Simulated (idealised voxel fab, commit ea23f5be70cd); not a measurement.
The following process module bears the name voxel quadruple lines.
Section cut is 255 nm wide and gridded with 5 nm square cells.
A cross-section is a grid of square cells, given in bands from the top down. A band is one or more rows of cells.
Read a band's entry like this: the first values are the height of its top and the height of its bottom in nm, and what follows is the sequence of materials from left to right, each with its width in nm. Note that "blank" is empty space, and that a single material marked "throughout" reaches across the band from edge to edge.
Convention: height 0 is the level below which the wafer, as received, is all one material. The lowest band does not terminate at the bottom but continues downward, represented as "top 0, no bottom".
A width given as "30 to 40" starts at the first number in the band's top row and ends at the second number in its bottom row, shifting by an equal amount at every step from row to row.
"no change" (step): cross-section cells unchanged, all of them.
Listed in "Entrapped void list": every empty space of 8 or more cells without an open way to the top. Form: width x height at distance, the distance being from the left edge, all in nm.
On a step's line, text after the settings is the simulator commenting on that step.
Steps that use a mask can have "overlay nm" on their line. It says how far the mask sat to the right of where it was meant to be. Negative means to the left.
-- Below is the list of planned process steps
step 1: RECEIVE,material Si
step 2: CONFORMAL_DEP,material Al2O3,thk nm 10
step 3: DIRECTIONAL_DEP,material W,thk nm 15
step 4: DIRECTIONAL_DEP,material polySi,thk nm 5
step 5: DIRECTIONAL_DEP,material aC,thk nm 20
step 6: PATTERN,tone cover,mask id MANDREL,material resist,width nm 30,thk nm 30,overlay nm 0
step 7: DIRECTIONAL_ETCH,etch materials aC,depth nm 20
step 8: STRIP,etch materials resist
step 9: CONFORMAL_DEP,material SiO2,thk nm 10
step 10: DIRECTIONAL_ETCH,etch materials SiO2,depth nm 10
step 11: STRIP,etch materials aC
step 12: DIRECTIONAL_ETCH,etch materials polySi,depth nm 15
step 13: STRIP,etch materials SiO2
step 14: CONFORMAL_DEP,material SiN,thk nm 10
step 15: DIRECTIONAL_ETCH,etch materials SiN,depth nm 10
step 16: STRIP,etch materials polySi
step 17: DIRECTIONAL_ETCH,etch materials W,depth nm 15
step 18: STRIP,etch materials SiN
The thk nm used in step 4 is not the same on every wafer, whereas the starting condition is; the value printed in the plan is the first wafer's.
-- first wafer as received, after step 1
* top 0, no bottom: Si throughout
* Entrapped void list: none
-- Per-wafer rows below. For each material: cells gained (+) or lost (-) since the wafer was received, as of end of module. Then: closed voids
thk nm 5, +102 Al2O3, +24 W, Entrapped void list: none
thk nm 10, +102 Al2O3, +24 W, Entrapped void list: none
thk nm 15, +102 Al2O3, +24 W, Entrapped void list: none
thk nm 20, +102 Al2O3, Entrapped void list: none
thk nm 25, +102 Al2O3, Entrapped void list: none
thk nm 30, +102 Al2O3, Entrapped void list: none
